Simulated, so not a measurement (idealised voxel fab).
The document below concerns the process module designated voxel ribs on slabs.
The figure presents cross-section cut, which has a width of 275 nm and is divided into square cells with an edge length of 5 nm.
Just so we're on the same page, the cross-sections are grids of square cells, and they're listed out in bands top to bottom, each band one or more rows deep. The band entry comprises the height of the band's top followed by the height of its bottom, expressed in nm, and subsequently the band's materials from left to right, each stated together with its width in nm. Where a single material is marked with the word "all across", that material fills the band from edge to edge. The word "blank" represents empty space. Heights are reckoned from 0. Under this level, the received wafer is all of one material. The bottommost band is open-ended downward, for example "top 0, no bottom". The two numbers in a width such as "30->40" mark its ends across the band: the first belongs to the top row of cells, the second to the bottom row, and from each row to the next the width moves by the same amount. "remained unchanged" for a step: no cell of the cross-section changed in that step. Empty spaces without an open route to the top, at least 8 cells in extent, make up the entry "Closed void roster"; each is given as width x height at distance, where the distance is measured from the left edge, and all are in nm. Whatever follows a step's settings on its line is a remark the simulator itself makes about that step. If you see "overlay nm" on a step's line and that step has a mask, it's telling you how far right of where it was planned the mask ended up; a negative number means it went left instead.
PLANNED PROCESS STEPS
1: RECEIVE,material Si
2: DIRECTIONAL_DEP,material SiO2,thk nm 25
3: DIRECTIONAL_DEP,material SiN,thk nm 25
4: PATTERN,tone cover,mask id RIB,material resist,width nm 25,thk nm 15,overlay nm 0
5: DIRECTIONAL_ETCH,etch materials SiN,depth nm 20
6: STRIP,etch materials resist
7: MASKED_ETCH,tone cover,mask id SLAB,width nm 85,etch materials SiN,depth nm 5,overlay nm 0
8: FILL_DEP,material SiO2,thk nm 25
9: CMP,height nm 70
10: DIRECTIONAL_DEP,material W,thk nm 5
11: MASKED_ETCH,tone cover,mask id HEATER,width nm 35,etch materials W,depth nm 5,overlay nm 0
12: CONFORMAL_DEP,material SiO2,thk nm 10
SHOWN IN CROSS-SECTION IS THE WAFER AS RECEIVED, THAT IS, AS IT STANDS AFTER STEP 1
	top 0, no bottom | Si all across
	Closed void roster: none
CROSS-SECTION TAKEN AT MODULE COMPLETION ON THE FIRST OF TWO WAFERS; PROCESSED PER THE PLAN
	top 85, bottom 80 | blank 110 nm  SiO2 55 nm  blank 110 nm
	top 80, bottom 75 | SiO2 all across
	top 75, bottom 70 | SiO2 120 nm  W 35 nm  SiO2 120 nm
	top 70, bottom 50 | SiO2 all across
	top 50, bottom 30 | SiO2 125 nm  SiN 25 nm  SiO2 125 nm
	top 30, bottom 25 | SiO2 95 nm  SiN 85 nm  SiO2 95 nm
	top 25, bottom 0 | SiO2 all across
	top 0, no bottom | Si all across
	Closed void roster: none
SECOND WAFER THROUGH THE MODULE, SECTIONED AT THE END: SAME BEGINNING AND SAME PLAN AS THE FIRST WAFER, WITH ONE MISTAKE IN CARRYING IT OUT
	top 80, bottom 75 | blank 115 nm  SiO2 45 nm  blank 115 nm
	top 75, bottom 70 | SiO2 120 nm  W 35 nm  SiO2 120 nm
	top 70, bottom 50 | SiO2 all across
	top 50, bottom 30 | SiO2 125 nm  SiN 25 nm  SiO2 125 nm
	top 30, bottom 25 | SiO2 95 nm  SiN 85 nm  SiO2 95 nm
	top 25, bottom 0 | SiO2 all across
	top 0, no bottom | Si all across
	Closed void roster: none
The mistake made against the process plan was this: step 12 was not run as planned; what actually ran was CONFORMAL_DEP,material SiO2,thk nm 5
End check, counted in cells, second wafer has more or fewer of these materials than the first: SiO2: 57 fewer
